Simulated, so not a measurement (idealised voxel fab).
This section sets out a process module, namely voxel released beams.
Each square cell in cross-section cut measures 5 nm, and the section as a whole is 240 nm wide.
Format of a cross-section: grid, square cells. Given as bands. Order: top down. Band: one or more rows of cells.
This entry defines a band. It first specifies the height of the band's top and the height of its bottom in nm, and then specifies the band's materials from left to right, stating each material with its width in nm. The word "all across" identifies a single material that fills the band from edge to edge, while the word "blank" identifies empty space.
Zero point of the height axis is 0; under it, received wafer = one material. Lowest band: continues down indefinitely, "0..down".
The notation "30 to 40" denotes a width that varies across the rows of cells in the band, beginning at the first number in the top row, finishing at the second number in the bottom row, and changing by an identical amount from each row to the next.
The designation "stayed the same", where it is given for a processing step, indicates that no cell of the cross-section was altered in the course of that step.
Under "Closed cavities" you'll find the enclosed gaps, the ones with no way out to the top, that are 8 cells or bigger; each reads width x height at distance, with distance counted from the left edge, everything in nm.
That trailing text on a step's line, after the settings, is the simulator's own remark on the step.
"overlay nm", when on a step's line for a step with a mask, measures how far to the right of its planned place the mask lay; a negative measure means to the left.
Plan:
1: RECEIVE, material Si
2: CONFORMAL_DEP, material SiN, thk nm 10
3: DIRECTIONAL_DEP, material SiO2, thk nm 10
4: PATTERN, tone open, mask id ANCHOR, material resist, width nm 45, thk nm 20, overlay nm -15
5: DIRECTIONAL_ETCH, etch materials SiO2, depth nm 10
6: STRIP, etch materials resist
7: CONFORMAL_DEP, material W, thk nm 15
8: MASKED_ETCH, tone cover, mask id BEAM, width nm 105, etch materials W, depth nm 15, overlay nm 0
9: STRIP, etch materials SiO2
Every wafer here starts from the same state; it is the step 4 overlay nm that distinguishes them, and the value the plan gives belongs to the first wafer.
Cross-section of the first incoming wafer of several, state after step 1:
- 0..down: Si all across
- Closed cavities: none
Cross-section after step 9, the final step of the module, for the first of several wafers:
- 35..25: 65 of blank / 5 of W / 15 of blank / 85 of W / 70 of blank
- 25..20: 65 of blank / 105 of W / 70 of blank
- 20..10: 55 of blank / 45 of W / 140 of blank
- 10..0: SiN all across
- 0..down: Si all across
- Closed cavities: none
The last wafer as seen in cross-section at the end of the module:
- 35..25: 65 of blank / 35 of W / 15 of blank / 55 of W / 70 of blank
- 25..20: 65 of blank / 105 of W / 70 of blank
- 20..10: 85 of blank / 45 of W / 110 of blank
- 10..0: SiN all across
- 0..down: Si all across
- Closed cavities: none
End of module, by wafer: material-by-material cell gain (+) or loss (-) since receipt, then closed voids:
overlay nm -15, +96 SiN, +75 W, Closed cavities: none
overlay nm -10, +96 SiN, +75 W, Closed cavities: none
overlay nm -5, +96 SiN, +75 W, Closed cavities: none
overlay nm 0, +96 SiN, +75 W, Closed cavities: none
overlay nm 5, +96 SiN, +75 W, Closed cavities: none
overlay nm 10, +96 SiN, +75 W, Closed cavities: none
overlay nm 15, +96 SiN, +75 W, Closed cavities: none
